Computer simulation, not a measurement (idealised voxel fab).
A process module follows: voxel transistor to metal.
Each square cell in cross-section cut measures 5 nm, and the section as a whole is 205 nm wide.
Notation: cross-section as square-cell grid; stated in bands, top first, going down; one or more cell rows per band. Band entry format. Leading values: height of top, height of bottom, nm. Remainder: materials in left-to-right order, each with its width in nm. Special words: "throughout" on a single material, which then fills the band edge to edge; "air", empty space. Basically, 0 is our baseline, since under it the wafer straight out of the box is all one material. The bottom band has no lower end and keeps on going down, so it looks like "z 0 and below". Quick explanation for "30..40": the width changes in equal steps down the rows of cells, from the first number in the band's top row to the second number in its bottom row. Step note "same as before" = no cross-section cell changed. Listed in "Enclosed cavities": every empty space of 8 or more cells without an open way to the top. Form: width x height at distance, the distance being from the left edge, all in nm. Post-settings text on a step line: simulator's own remark regarding the step. The optional step-line setting "overlay nm" applies to steps with a mask and quantifies how far to the right of its planned location the mask lay, a negative value indicating leftward placement. Heads up before you read on: it's before/after pairs around one process step each, after side only down to the lowest band that changed, step plus settings under the pair. Pairs can be from different runs of this module, same starting wafer, so only chain a pair onto the one above if its "State before step" entry says so.
STATE BEFORE STEP
  z 50 to 45 | TiN 60, air 20, TiN 45, air 20, TiN 60
  z 45 to 35 | SiO2 55, TiN 5, air 20, TiN 5, SiO2 35, TiN 5, air 20, TiN 5, SiO2 55
  z 35 to 25 | SiO2 55, TiN 5, air 20, TiN 5, SiN 5, SiCN 25, SiN 5, TiN 5, air 20, TiN 5, SiO2 55
  z 25 to 5 | SiO2 55, TiN 5, air 20, TiN 5, SiN 5, polySi 25, SiN 5, TiN 5, air 20, TiN 5, SiO2 55
  z 5 to 0 | SiO2 50, SiN 5, TiN 30, SiN 5, polySi 25, SiN 5, TiN 30, SiN 5, SiO2 50
  z 0 to -5 | SiO2 55, SiGe 30, SiO2 35, SiGe 30, SiO2 55
  z -5 to -40 | SiO2 50, Si 105, SiO2 50
  z -40 and below | Si throughout
  Enclosed cavities: none
AFTER THE STEP
  z 55 to 50 | W throughout
  z 50 to 45 | TiN 60, W 20, TiN 45, W 20, TiN 60
  z 45 to 35 | SiO2 55, TiN 5, W 20, TiN 5, SiO2 35, TiN 5, W 20, TiN 5, SiO2 55
  z 35 to 25 | SiO2 55, TiN 5, W 20, TiN 5, SiN 5, SiCN 25, SiN 5, TiN 5, W 20, TiN 5, SiO2 55
  z 25 to 5 | SiO2 55, TiN 5, W 20, TiN 5, SiN 5, polySi 25, SiN 5, TiN 5, W 20, TiN 5, SiO2 55
  Below 5, the layers are the same as they were.
  Enclosed cavities: none
Formally, the process step situated between the two cross-sections above is op FILL_DEP | material W | thk nm 5
State before step: nothing new to draw here, it's the after view of the pair just above.
AFTER THE STEP
  z 45 to 35 | SiO2 55, TiN 5, W 20, TiN 5, SiO2 35, TiN 5, W 20, TiN 5, SiO2 55
  Below 35, the layers are the same as they were.
  Enclosed cavities: none
Formally, the process step situated between the two cross-sections above is op CMP | height nm 45
State before step: nothing new to draw here, it's the after view of the pair just above.
AFTER THE STEP
  z 50 to 45 | TiN throughout
  Below 45, the layers are the same as they were.
  Enclosed cavities: none
Formally, the process step situated between the two cross-sections above is op DIRECTIONAL_DEP | material TiN | thk nm 5
State before step: nothing new to draw here, it's the after view of the pair just above.
AFTER THE STEP
  z 75 to 50 | W throughout
  Below 50, the layers are the same as they were.
  Enclosed cavities: none
Formally, the process step situated between the two cross-sections above is op DIRECTIONAL_DEP | material W | thk nm 25
State before step: nothing new to draw here, it's the after view of the pair just above.
AFTER THE STEP
  z 75 to 50 | air 55, W 15, air 65, W 15, air 55
  Below 50, the layers are the same as they were.
  Enclosed cavities: none
Formally, the process step situated between the two cross-sections above is op MASKED_ETCH | tone cover | mask id METAL_1 | width nm 15 | pitch nm 80 | etch materials W | depth nm 25 | overlay nm 0
State before step: nothing new to draw here, it's the after view of the pair just above.
AFTER THE STEP
  z 75 to 50 | air 55, W 15, air 65, W 15, air 55
  z 50 to 45 | air 55, TiN 15, air 65, TiN 15, air 55
  Below 45, the layers are the same as they were.
  Enclosed cavities: none
Formally, the process step situated between the two cross-sections above is op MASKED_ETCH | tone cover | mask id METAL_1 | width nm 15 | pitch nm 80 | etch materials TiN | depth nm 5 | overlay nm 0
State before step: nothing new to draw here, it's the after view of the pair just above.
AFTER THE STEP
  z 80 to 75 | lowk throughout
  z 75 to 50 | lowk 55, W 15, lowk 65, W 15, lowk 55
  z 50 to 45 | lowk 55, TiN 15, lowk 65, TiN 15, lowk 55
  Below 45, the layers are the same as they were.
  Enclosed cavities: none
Formally, the process step situated between the two cross-sections above is op FILL_DEP | material lowk | thk nm 5
State before step: nothing new to draw here, it's the after view of the pair just above.
AFTER THE STEP
  z 75 to 50 | lowk 55, W 15, lowk 65, W 15, lowk 55
  Below 50, the layers are the same as they were.
  Enclosed cavities: none
Formally, the process step situated between the two cross-sections above is op CMP | height nm 75
State before step: nothing new to draw here, it's the after view of the pair just above.
AFTER THE STEP
  z 80 to 75 | SiCN throughout
  Below 75, the layers are the same as they were.
  Enclosed cavities: none
Formally, the process step situated between the two cross-sections above is op CONFORMAL_DEP | material SiCN | thk nm 5
State before step: nothing new to draw here, it's the after view of the pair just above.
AFTER THE STEP
  z 105 to 80 | lowk throughout
  Below 80, the layers are the same as they were.
  Enclosed cavities: none
Formally, the process step situated between the two cross-sections above is op DIRECTIONAL_DEP | material lowk | thk nm 25
State before step: nothing new to draw here, it's the after view of the pair just above.
AFTER THE STEP
  z 120 to 105 | aC throughout
  Below 105, the layers are the same as they were.
  Enclosed cavities: none
Formally, the process step situated between the two cross-sections above is op DIRECTIONAL_DEP | material aC | thk nm 15
State before step: nothing new to draw here, it's the after view of the pair just above.
AFTER THE STEP
  z 150 to 120 | resist 55, air 15, resist 65, air 15, resist 55
  Below 120, the layers are the same as they were.
  Enclosed cavities: none
Formally, the process step situated between the two cross-sections above is op PATTERN | tone open | mask id METAL_2 | material resist | width nm 15 | pitch nm 80 | thk nm 30 | overlay nm 0
State before step: nothing new to draw here, it's the after view of the pair just above.
AFTER THE STEP
  z 135 to 120 | resist 55, air 15, resist 65, air 15, resist 55
  z 120 to 105 | aC 55, air 15, aC 65, air 15, aC 55
  Below 105, the layers are the same as they were.
  Enclosed cavities: none
Formally, the process step situated between the two cross-sections above is op DIRECTIONAL_ETCH | etch materials aC | depth nm 15
State before step: nothing new to draw here, it's the after view of the pair just above.
AFTER THE STEP
  z 120 to 105 | aC 55, air 15, aC 65, air 15, aC 55
  Below 105, the layers are the same as they were.
  Enclosed cavities: none
Formally, the process step situated between the two cross-sections above is op STRIP | etch materials resist
State before step: nothing new to draw here, it's the after view of the pair just above.
AFTER THE STEP
  z 120 to 105 | aC 55, air 15, aC 65, air 15, aC 55
  z 105 to 90 | lowk 55, air 15, lowk 65, air 15, lowk 55
  Below 90, the layers are the same as they were.
  Enclosed cavities: none
Formally, the process step situated between the two cross-sections above is op DIRECTIONAL_ETCH | etch materials lowk | depth nm 15
State before step: nothing new to draw here, it's the after view of the pair just above.
AFTER THE STEP
  z 105 to 90 | lowk 55, air 15, lowk 65, air 15, lowk 55
  Below 90, the layers are the same as they were.
  Enclosed cavities: none
Formally, the process step situated between the two cross-sections above is op STRIP | etch materials aC
State before step: nothing new to draw here, it's the after view of the pair just above.
AFTER THE STEP
  z 115 to 105 | aC 55, air 15, aC 65, air 15, aC 55
  z 105 to 100 | lowk 55, air 15, lowk 65, air 15, lowk 55
  z 100 to 90 | lowk 55, aC 15, lowk 65, aC 15, lowk 55
  Below 90, the layers are the same as they were.
  Enclosed cavities: none
Formally, the process step situated between the two cross-sections above is op DIRECTIONAL_DEP | material aC | thk nm 10
State before step: nothing new to draw here, it's the after view of the pair just above.
AFTER THE STEP
  z 145 to 115 | resist 55, air 15, resist 65, air 15, resist 55
  Below 115, the layers are the same as they were.
  Enclosed cavities: none
Formally, the process step situated between the two cross-sections above is op PATTERN | tone open | mask id METAL_2_HOLES | material resist | width nm 15 | pitch nm 80 | thk nm 30 | overlay nm 0
State before step: nothing new to draw here, it's the after view of the pair just above.
AFTER THE STEP
  z 135 to 115 | resist 55, air 15, resist 65, air 15, resist 55
  z 115 to 105 | aC 55, air 15, aC 65, air 15, aC 55
  z 105 to 90 | lowk 55, air 15, lowk 65, air 15, lowk 55
  Below 90, the layers are the same as they were.
  Enclosed cavities: none
Formally, the process step situated between the two cross-sections above is op DIRECTIONAL_ETCH | etch materials aC | depth nm 10
State before step: nothing new to draw here, it's the after view of the pair just above.
AFTER THE STEP
  z 115 to 105 | aC 55, air 15, aC 65, air 15, aC 55
  Below 105, the layers are the same as they were.
  Enclosed cavities: none
Formally, the process step situated between the two cross-sections above is op STRIP | etch materials resist
State before step: nothing new to draw here, it's the after view of the pair just above.
AFTER THE STEP
  z 115 to 105 | aC 55, air 15, aC 65, air 15, aC 55
  z 105 to 80 | lowk 55, air 15, lowk 65, air 15, lowk 55
  Below 80, the layers are the same as they were.
  Enclosed cavities: none
Formally, the process step situated between the two cross-sections above is op DIRECTIONAL_ETCH | etch materials lowk | depth nm 10
State before step: nothing new to draw here, it's the after view of the pair just above.
AFTER THE STEP
  z 115 to 105 | aC 55, air 15, aC 65, air 15, aC 55
  z 105 to 80 | lowk 55, air 15, lowk 65, air 15, lowk 55
  z 80 to 75 | SiCN 55, air 15, SiCN 65, air 15, SiCN 55
  Below 75, the layers are the same as they were.
  Enclosed cavities: none
Formally, the process step situated between the two cross-sections above is op DIRECTIONAL_ETCH | etch materials SiCN | depth nm 5
State before step: nothing new to draw here, it's the after view of the pair just above.
AFTER THE STEP
  z 105 to 80 | lowk 55, air 15, lowk 65, air 15, lowk 55
  Below 80, the layers are the same as they were.
  Enclosed cavities: none
Formally, the process step situated between the two cross-sections above is op STRIP | etch materials aC
State before step: nothing new to draw here, it's the after view of the pair just above.
AFTER THE STEP
  z 110 to 105 | TiN 60, air 5, TiN 75, air 5, TiN 60
  z 105 to 80 | lowk 55, TiN 5, air 5, TiN 5, lowk 65, TiN 5, air 5, TiN 5, lowk 55
  z 80 to 75 | SiCN 55, TiN 15, SiCN 65, TiN 15, SiCN 55
  Below 75, the layers are the same as they were.
  Enclosed cavities: none
Formally, the process step situated between the two cross-sections above is op CONFORMAL_DEP | material TiN | thk nm 5
State before step: nothing new to draw here, it's the after view of the pair just above.
AFTER THE STEP
  z 115 to 110 | Cu throughout
  z 110 to 105 | TiN 60, Cu 5, TiN 75, Cu 5, TiN 60
  z 105 to 80 | lowk 55, TiN 5, Cu 5, TiN 5, lowk 65, TiN 5, Cu 5, TiN 5, lowk 55
  Below 80, the layers are the same as they were.
  Enclosed cavities: none
Formally, the process step situated between the two cross-sections above is op FILL_DEP | material Cu | thk nm 5
State before step: nothing new to draw here, it's the after view of the pair just above.
AFTER THE STEP
  z 105 to 80 | lowk 55, TiN 5, Cu 5, TiN 5, lowk 65, TiN 5, Cu 5, TiN 5, lowk 55
  Below 80, the layers are the same as they were.
  Enclosed cavities: none
Formally, the process step situated between the two cross-sections above is op CMP | height nm 105
State before step: nothing new to draw here, it's the after view of the pair just above.
AFTER THE STEP
  z 110 to 105 | SiCN throughout
  Below 105, the layers are the same as they were.
  Enclosed cavities: none
Formally, the process step situated between the two cross-sections above is op CONFORMAL_DEP | material SiCN | thk nm 5
STATE BEFORE STEP
  z 5 to -5 | SiO2 45, air 115, SiO2 45
  z -5 to -10 | SiO2 throughout
  z -10 to -40 | SiO2 50, Si 105, SiO2 50
  z -40 and below | Si throughout
  Enclosed cavities: none
AFTER THE STEP
  z 35 to 25 | polySi 45, air 115, polySi 45
  z 25 to 5 | polySi throughout
  z 5 to -5 | SiO2 45, polySi 115, SiO2 45
  Below -5, the layers are the same as they were.
  Enclosed cavities: none
Formally, the process step situated between the two cross-sections above is op DIRECTIONAL_DEP | material polySi | thk nm 30
State before step: nothing new to draw here, it's the after view of the pair just above.
AFTER THE STEP
  z 50 to 40 | SiCN 45, air 115, SiCN 45
  z 40 to 35 | SiCN throughout
  z 35 to 25 | polySi 45, SiCN 115, polySi 45
  Below 25, the layers are the same as they were.
  Enclosed cavities: none
Formally, the process step situated between the two cross-sections above is op DIRECTIONAL_DEP | material SiCN | thk nm 15
State before step: nothing new to draw here, it's the after view of the pair just above.
AFTER THE STEP
  z 40 to 35 | air 90, SiCN 25, air 90
  z 35 to 25 | polySi 45, air 45, SiCN 25, air 45, polySi 45
  Below 25, the layers are the same as they were.
  Enclosed cavities: none
Formally, the process step situated between the two cross-sections above is op MASKED_ETCH | tone cover | mask id GATE | width nm 25 | etch materials SiCN | depth nm 25 | overlay nm 0
State before step: nothing new to draw here, it's the after view of the pair just above.
AFTER THE STEP
  z 40 to 25 | air 90, SiCN 25, air 90
  z 25 to 5 | air 90, polySi 25, air 90
  z 5 to -5 | SiO2 45, air 45, polySi 25, air 45, SiO2 45
  Below -5, the layers are the same as they were.
  Enclosed cavities: none
Formally, the process step situated between the two cross-sections above is op MASKED_ETCH | tone cover | mask id GATE | width nm 25 | etch materials polySi | depth nm 35 | overlay nm 0
State before step: nothing new to draw here, it's the after view of the pair just above.
AFTER THE STEP
  z 45 to 40 | air 85, SiN 35, air 85
  z 40 to 25 | air 85, SiN 5, SiCN 25, SiN 5, air 85
  z 25 to 10 | air 85, SiN 5, polySi 25, SiN 5, air 85
  z 10 to 5 | SiN 50, air 35, SiN 5, polySi 25, SiN 5, air 35, SiN 50
  z 5 to 0 | SiO2 45, SiN 5, air 35, SiN 5, polySi 25, SiN 5, air 35, SiN 5, SiO2 45
  z 0 to -5 | SiO2 45, SiN 45, polySi 25, SiN 45, SiO2 45
  Below -5, the layers are the same as they were.
  Enclosed cavities: none
Formally, the process step situated between the two cross-sections above is op CONFORMAL_DEP | material SiN | thk nm 5
State before step: nothing new to draw here, it's the after view of the pair just above.
AFTER THE STEP
  z 40 to 25 | air 85, SiN 5, SiCN 25, SiN 5, air 85
  z 25 to 5 | air 85, SiN 5, polySi 25, SiN 5, air 85
  z 5 to -5 | SiO2 45, SiN 5, air 35, SiN 5, polySi 25, SiN 5, air 35, SiN 5, SiO2 45
  Below -5, the layers are the same as they were.
  Enclosed cavities: none
Formally, the process step situated between the two cross-sections above is op DIRECTIONAL_ETCH | etch materials SiN | depth nm 5
State before step: nothing new to draw here, it's the after view of the pair just above.
AFTER THE STEP
  z 40 to 25 | air 85, SiN 5, SiCN 25, SiN 5, air 85
  z 25 to 5 | air 85, SiN 5, polySi 25, SiN 5, air 85
  z 5 to 0 | air 45, SiN 5, air 35, SiN 5, polySi 25, SiN 5, air 35, SiN 5, air 45
  z 0 to -5 | SiO2 45, SiN 5, air 35, SiN 5, polySi 25, SiN 5, air 35, SiN 5, SiO2 45
  z -5 to -10 | SiO2 50, air 35, SiO2 35, air 35, SiO2 50
  Below -10, the layers are the same as they were.
  Enclosed cavities: none
Formally, the process step situated between the two cross-sections above is op DIRECTIONAL_ETCH | etch materials SiO2 | depth nm 5
State before step: nothing new to draw here, it's the after view of the pair just above.
AFTER THE STEP
  z 40 to 25 | air 85, SiN 5, SiCN 25, SiN 5, air 85
  z 25 to 5 | air 85, SiN 5, polySi 25, SiN 5, air 85
  z 5 to 0 | air 45, SiN 5, air 35, SiN 5, polySi 25, SiN 5, air 35, SiN 5, air 45
  z 0 to -5 | SiO2 45, SiN 5, air 35, SiN 5, polySi 25, SiN 5, air 35, SiN 5, SiO2 45
  z -5 to -10 | SiO2 50, SiGe 35, SiO2 35, SiGe 35, SiO2 50
  Below -10, the layers are the same as they were.
  Enclosed cavities: none
Formally, the process step situated between the two cross-sections above is op EPI | material SiGe | thk nm 5
State before step: nothing new to draw here, it's the after view of the pair just above.
AFTER THE STEP
  z 45 to 40 | SiO2 throughout
  z 40 to 25 | SiO2 85, SiN 5, SiCN 25, SiN 5, SiO2 85
  z 25 to 5 | SiO2 85, SiN 5, polySi 25, SiN 5, SiO2 85
  z 5 to -5 | SiO2 45, SiN 5, SiO2 35, SiN 5, polySi 25, SiN 5, SiO2 35, SiN 5, SiO2 45
  Below -5, the layers are the same as they were.
  Enclosed cavities: none
Formally, the process step situated between the two cross-sections above is op FILL_DEP | material SiO2 | thk nm 5
State before step: nothing new to draw here, it's the after view of the pair just above.
AFTER THE STEP
  z 35 to 25 | SiO2 85, SiN 5, SiCN 25, SiN 5, SiO2 85
  Below 25, the layers are the same as they were.
  Enclosed cavities: none
Formally, the process step situated between the two cross-sections above is op CMP | height nm 35
State before step: nothing new to draw here, it's the after view of the pair just above.
AFTER THE STEP
  z 45 to 35 | SiO2 throughout
  Below 35, the layers are the same as they were.
  Enclosed cavities: none
Formally, the process step situated between the two cross-sections above is op DIRECTIONAL_DEP | material SiO2 | thk nm 10
State before step: nothing new to draw here, it's the after view of the pair just above.
AFTER THE STEP
  z 45 to 35 | SiO2 55, air 30, SiO2 35, air 30, SiO2 55
  z 35 to 25 | SiO2 55, air 30, SiN 5, SiCN 25, SiN 5, air 30, SiO2 55
  z 25 to 5 | SiO2 55, air 30, SiN 5, polySi 25, SiN 5, air 30, SiO2 55
  z 5 to -5 | SiO2 45, SiN 5, SiO2 5, air 30, SiN 5, polySi 25, SiN 5, air 30, SiO2 5, SiN 5, SiO2 45
  Below -5, the layers are the same as they were.
  Enclosed cavities: none
Formally, the process step situated between the two cross-sections above is op MASKED_ETCH | tone open | mask id CONTACT | width nm 30 | pitch nm 65 | etch materials SiO2 | depth nm 50 | overlay nm 0
State before step: nothing new to draw here, it's the after view of the pair just above.
AFTER THE STEP
  z 50 to 45 | TiN 60, air 20, TiN 45, air 20, TiN 60
  z 45 to 35 | SiO2 55, TiN 5, air 20, TiN 5, SiO2 35, TiN 5, air 20, TiN 5, SiO2 55
  z 35 to 25 | SiO2 55, TiN 5, air 20, TiN 5, SiN 5, SiCN 25, SiN 5, TiN 5, air 20, TiN 5, SiO2 55
  z 25 to 5 | SiO2 55, TiN 5, air 20, TiN 5, SiN 5, polySi 25, SiN 5, TiN 5, air 20, TiN 5, SiO2 55
  z 5 to 0 | SiO2 45, SiN 5, SiO2 5, TiN 5, air 20, TiN 5, SiN 5, polySi 25, SiN 5, TiN 5, air 20, TiN 5, SiO2 5, SiN 5, SiO2 45
  z 0 to -5 | SiO2 45, SiN 5, SiO2 5, TiN 30, SiN 5, polySi 25, SiN 5, TiN 30, SiO2 5, SiN 5, SiO2 45
  Below -5, the layers are the same as they were.
  Enclosed cavities: none
Formally, the process step situated between the two cross-sections above is op CONFORMAL_DEP | material TiN | thk nm 5
State before step: nothing new to draw here, it's the after view of the pair just above.
AFTER THE STEP
  z 55 to 50 | W throughout
  z 50 to 45 | TiN 60, W 20, TiN 45, W 20, TiN 60
  z 45 to 35 | SiO2 55, TiN 5, W 20, TiN 5, SiO2 35, TiN 5, W 20, TiN 5, SiO2 55
  z 35 to 25 | SiO2 55, TiN 5, W 20, TiN 5, SiN 5, SiCN 25, SiN 5, TiN 5, W 20, TiN 5, SiO2 55
  z 25 to 5 | SiO2 55, TiN 5, W 20, TiN 5, SiN 5, polySi 25, SiN 5, TiN 5, W 20, TiN 5, SiO2 55
  z 5 to 0 | SiO2 45, SiN 5, SiO2 5, TiN 5, W 20, TiN 5, SiN 5, polySi 25, SiN 5, TiN 5, W 20, TiN 5, SiO2 5, SiN 5, SiO2 45
  Below 0, the layers are the same as they were.
  Enclosed cavities: none
Formally, the process step situated between the two cross-sections above is op FILL_DEP | material W | thk nm 5
State before step: nothing new to draw here, it's the after view of the pair just above.
AFTER THE STEP
  z 45 to 35 | SiO2 55, TiN 5, W 20, TiN 5, SiO2 35, TiN 5, W 20, TiN 5, SiO2 55
  Below 35, the layers are the same as they were.
  Enclosed cavities: none
Formally, the process step situated between the two cross-sections above is op CMP | height nm 45
State before step: nothing new to draw here, it's the after view of the pair just above.
AFTER THE STEP
  z 50 to 45 | TiN throughout
  Below 45, the layers are the same as they were.
  Enclosed cavities: none
Formally, the process step situated between the two cross-sections above is op DIRECTIONAL_DEP | material TiN | thk nm 5
State before step: nothing new to draw here, it's the after view of the pair just above.
AFTER THE STEP
  z 75 to 50 | W throughout
  Below 50, the layers are the same as they were.
  Enclosed cavities: none
Formally, the process step situated between the two cross-sections above is op DIRECTIONAL_DEP | material W | thk nm 25
State before step: nothing new to draw here, it's the after view of the pair just above.
AFTER THE STEP
  z 75 to 50 | air 55, W 15, air 65, W 15, air 55
  Below 50, the layers are the same as they were.
  Enclosed cavities: none
Formally, the process step situated between the two cross-sections above is op MASKED_ETCH | tone cover | mask id METAL_1 | width nm 15 | pitch nm 80 | etch materials W | depth nm 25 | overlay nm 0
State before step: nothing new to draw here, it's the after view of the pair just above.
AFTER THE STEP
  z 75 to 50 | air 55, W 15, air 65, W 15, air 55
  z 50 to 45 | air 55, TiN 15, air 65, TiN 15, air 55
  Below 45, the layers are the same as they were.
  Enclosed cavities: none
Formally, the process step situated between the two cross-sections above is op MASKED_ETCH | tone cover | mask id METAL_1 | width nm 15 | pitch nm 80 | etch materials TiN | depth nm 5 | overlay nm 0
State before step: nothing new to draw here, it's the after view of the pair just above.
AFTER THE STEP
  z 80 to 75 | lowk throughout
  z 75 to 50 | lowk 55, W 15, lowk 65, W 15, lowk 55
  z 50 to 45 | lowk 55, TiN 15, lowk 65, TiN 15, lowk 55
  Below 45, the layers are the same as they were.
  Enclosed cavities: none
Formally, the process step situated between the two cross-sections above is op FILL_DEP | material lowk | thk nm 5
State before step: nothing new to draw here, it's the after view of the pair just above.
AFTER THE STEP
  z 75 to 50 | lowk 55, W 15, lowk 65, W 15, lowk 55
  Below 50, the layers are the same as they were.
  Enclosed cavities: none
Formally, the process step situated between the two cross-sections above is op CMP | height nm 75
State before step: nothing new to draw here, it's the after view of the pair just above.
AFTER THE STEP
  z 80 to 75 | SiCN throughout
  Below 75, the layers are the same as they were.
  Enclosed cavities: none
Formally, the process step situated between the two cross-sections above is op CONFORMAL_DEP | material SiCN | thk nm 5
State before step: nothing new to draw here, it's the after view of the pair just above.
AFTER THE STEP
  z 105 to 80 | lowk throughout
  Below 80, the layers are the same as they were.
  Enclosed cavities: none
Formally, the process step situated between the two cross-sections above is op DIRECTIONAL_DEP | material lowk | thk nm 25
State before step: nothing new to draw here, it's the after view of the pair just above.
AFTER THE STEP
  z 120 to 105 | aC throughout
  Below 105, the layers are the same as they were.
  Enclosed cavities: none
Formally, the process step situated between the two cross-sections above is op DIRECTIONAL_DEP | material aC | thk nm 15
State before step: nothing new to draw here, it's the after view of the pair just above.
AFTER THE STEP
  z 150 to 120 | resist 55, air 15, resist 65, air 15, resist 55
  Below 120, the layers are the same as they were.
  Enclosed cavities: none
Formally, the process step situated between the two cross-sections above is op PATTERN | tone open | mask id METAL_2 | material resist | width nm 15 | pitch nm 80 | thk nm 30 | overlay nm 0
State before step: nothing new to draw here, it's the after view of the pair just above.
AFTER THE STEP
  z 135 to 120 | resist 55, air 15, resist 65, air 15, resist 55
  z 120 to 105 | aC 55, air 15, aC 65, air 15, aC 55
  Below 105, the layers are the same as they were.
  Enclosed cavities: none
Formally, the process step situated between the two cross-sections above is op DIRECTIONAL_ETCH | etch materials aC | depth nm 15
State before step: nothing new to draw here, it's the after view of the pair just above.
AFTER THE STEP
  z 120 to 105 | aC 55, air 15, aC 65, air 15, aC 55
  Below 105, the layers are the same as they were.
  Enclosed cavities: none
Formally, the process step situated between the two cross-sections above is op STRIP | etch materials resist
State before step: nothing new to draw here, it's the after view of the pair just above.
AFTER THE STEP
  z 120 to 105 | aC 55, air 15, aC 65, air 15, aC 55
  z 105 to 90 | lowk 55, air 15, lowk 65, air 15, lowk 55
  Below 90, the layers are the same as they were.
  Enclosed cavities: none
Formally, the process step situated between the two cross-sections above is op DIRECTIONAL_ETCH | etch materials lowk | depth nm 15
State before step: nothing new to draw here, it's the after view of the pair just above.
AFTER THE STEP
  z 105 to 90 | lowk 55, air 15, lowk 65, air 15, lowk 55
  Below 90, the layers are the same as they were.
  Enclosed cavities: none
Formally, the process step situated between the two cross-sections above is op STRIP | etch materials aC
State before step: nothing new to draw here, it's the after view of the pair just above.
AFTER THE STEP
  z 115 to 105 | aC 55, air 15, aC 65, air 15, aC 55
  z 105 to 100 | lowk 55, air 15, lowk 65, air 15, lowk 55
  z 100 to 90 | lowk 55, aC 15, lowk 65, aC 15, lowk 55
  Below 90, the layers are the same as they were.
  Enclosed cavities: none
Formally, the process step situated between the two cross-sections above is op DIRECTIONAL_DEP | material aC | thk nm 10
State before step: nothing new to draw here, it's the after view of the pair just above.
AFTER THE STEP
  z 145 to 115 | resist 55, air 15, resist 65, air 15, resist 55
  Below 115, the layers are the same as they were.
  Enclosed cavities: none
Formally, the process step situated between the two cross-sections above is op PATTERN | tone open | mask id METAL_2_HOLES | material resist | width nm 15 | pitch nm 80 | thk nm 30 | overlay nm 0
State before step: nothing new to draw here, it's the after view of the pair just above.
AFTER THE STEP
  z 135 to 115 | resist 55, air 15, resist 65, air 15, resist 55
  z 115 to 105 | aC 55, air 15, aC 65, air 15, aC 55
  z 105 to 90 | lowk 55, air 15, lowk 65, air 15, lowk 55
  Below 90, the layers are the same as they were.
  Enclosed cavities: none
Formally, the process step situated between the two cross-sections above is op DIRECTIONAL_ETCH | etch materials aC | depth nm 10
State before step: nothing new to draw here, it's the after view of the pair just above.
AFTER THE STEP
  z 115 to 105 | aC 55, air 15, aC 65, air 15, aC 55
  Below 105, the layers are the same as they were.
  Enclosed cavities: none
Formally, the process step situated between the two cross-sections above is op STRIP | etch materials resist
State before step: nothing new to draw here, it's the after view of the pair just above.
AFTER THE STEP
  z 115 to 105 | aC 55, air 15, aC 65, air 15, aC 55
  z 105 to 80 | lowk 55, air 15, lowk 65, air 15, lowk 55
  Below 80, the layers are the same as they were.
  Enclosed cavities: none
Formally, the process step situated between the two cross-sections above is op DIRECTIONAL_ETCH | etch materials lowk | depth nm 10
State before step: nothing new to draw here, it's the after view of the pair just above.
AFTER THE STEP
  z 115 to 105 | aC 55, air 15, aC 65, air 15, aC 55
  z 105 to 80 | lowk 55, air 15, lowk 65, air 15, lowk 55
  z 80 to 75 | SiCN 55, air 15, SiCN 65, air 15, SiCN 55
  Below 75, the layers are the same as they were.
  Enclosed cavities: none
Formally, the process step situated between the two cross-sections above is op DIRECTIONAL_ETCH | etch materials SiCN | depth nm 5
State before step: nothing new to draw here, it's the after view of the pair just above.
AFTER THE STEP
  z 105 to 80 | lowk 55, air 15, lowk 65, air 15, lowk 55
  Below 80, the layers are the same as they were.
  Enclosed cavities: none
Formally, the process step situated between the two cross-sections above is op STRIP | etch materials aC
State before step: nothing new to draw here, it's the after view of the pair just above.
AFTER THE STEP
  z 110 to 105 | TiN 60, air 5, TiN 75, air 5, TiN 60
  z 105 to 80 | lowk 55, TiN 5, air 5, TiN 5, lowk 65, TiN 5, air 5, TiN 5, lowk 55
  z 80 to 75 | SiCN 55, TiN 15, SiCN 65, TiN 15, SiCN 55
  Below 75, the layers are the same as they were.
  Enclosed cavities: none
Formally, the process step situated between the two cross-sections above is op CONFORMAL_DEP | material TiN | thk nm 5
State before step: nothing new to draw here, it's the after view of the pair just above.
AFTER THE STEP
  z 115 to 110 | Cu throughout
  z 110 to 105 | TiN 60, Cu 5, TiN 75, Cu 5, TiN 60
  z 105 to 80 | lowk 55, TiN 5, Cu 5, TiN 5, lowk 65, TiN 5, Cu 5, TiN 5, lowk 55
  Below 80, the layers are the same as they were.
  Enclosed cavities: none
Formally, the process step situated between the two cross-sections above is op FILL_DEP | material Cu | thk nm 5
State before step: nothing new to draw here, it's the after view of the pair just above.
AFTER THE STEP
  z 105 to 80 | lowk 55, TiN 5, Cu 5, TiN 5, lowk 65, TiN 5, Cu 5, TiN 5, lowk 55
  Below 80, the layers are the same as they were.
  Enclosed cavities: none
Formally, the process step situated between the two cross-sections above is op CMP | height nm 105
State before step: nothing new to draw here, it's the after view of the pair just above.
AFTER THE STEP
  z 110 to 105 | SiCN throughout
  Below 105, the layers are the same as they were.
  Enclosed cavities: none
Formally, the process step situated between the two cross-sections above is op CONFORMAL_DEP | material SiCN | thk nm 5
STATE BEFORE STEP
  z 115 to 105 | aC 55, air 15, aC 65, air 15, aC 55
  z 105 to 100 | lowk 55, air 15, lowk 65, air 15, lowk 55
  z 100 to 90 | lowk 55, aC 15, lowk 65, aC 15, lowk 55
  z 90 to 80 | lowk throughout
  z 80 to 75 | SiCN throughout
  z 75 to 50 | lowk 55, W 15, lowk 65, W 15, lowk 55
  z 50 to 45 | lowk 55, TiN 15, lowk 65, TiN 15, lowk 55
  z 45 to 35 | SiO2 55, TiN 5, W 20, TiN 5, SiO2 35, TiN 5, W 20, TiN 5, SiO2 55
  z 35 to 20 | SiO2 55, TiN 5, W 20, TiN 5, SiN 5, SiCN 25, SiN 5, TiN 5, W 20, TiN 5, SiO2 55
  z 20 to 5 | SiO2 55, TiN 5, W 20, TiN 5, SiN 5, polySi 25, SiN 5, TiN 5, W 20, TiN 5, SiO2 55
  z 5 to 0 | SiO2 45, SiN 5, SiO2 5, TiN 5, W 20, TiN 5, SiN 5, polySi 25, SiN 5, TiN 5, W 20, TiN 5, SiO2 5, SiN 5, SiO2 45
  z 0 to -5 | SiO2 45, SiN 5, SiO2 5, TiN 30, SiN 5, polySi 25, SiN 5, TiN 30, SiO2 5, SiN 5, SiO2 45
  z -5 to -10 | SiO2 50, SiGe 35, SiO2 35, SiGe 35, SiO2 50
  z -10 to -40 | SiO2 50, Si 105, SiO2 50
  z -40 and below | Si throughout
  Enclosed cavities: none
AFTER THE STEP
  z 145 to 115 | resist 55, air 20, resist 60, air 20, resist 50
  Below 115, the layers are the same as they were.
  Enclosed cavities: none
Formally, the process step situated between the two cross-sections above is op PATTERN | tone open | mask id METAL_2_HOLES | material resist | width nm 20 | pitch nm 80 | thk nm 30 | overlay nm 0
State before step: nothing new to draw here, it's the after view of the pair just above.
AFTER THE STEP
  z 135 to 115 | resist 55, air 20, resist 60, air 20, resist 50
  z 115 to 105 | aC 55, air 20, aC 60, air 20, aC 50
  z 105 to 90 | lowk 55, air 15, lowk 65, air 15, lowk 55
  Below 90, the layers are the same as they were.
  Enclosed cavities: none
Formally, the process step situated between the two cross-sections above is op DIRECTIONAL_ETCH | etch materials aC | depth nm 10
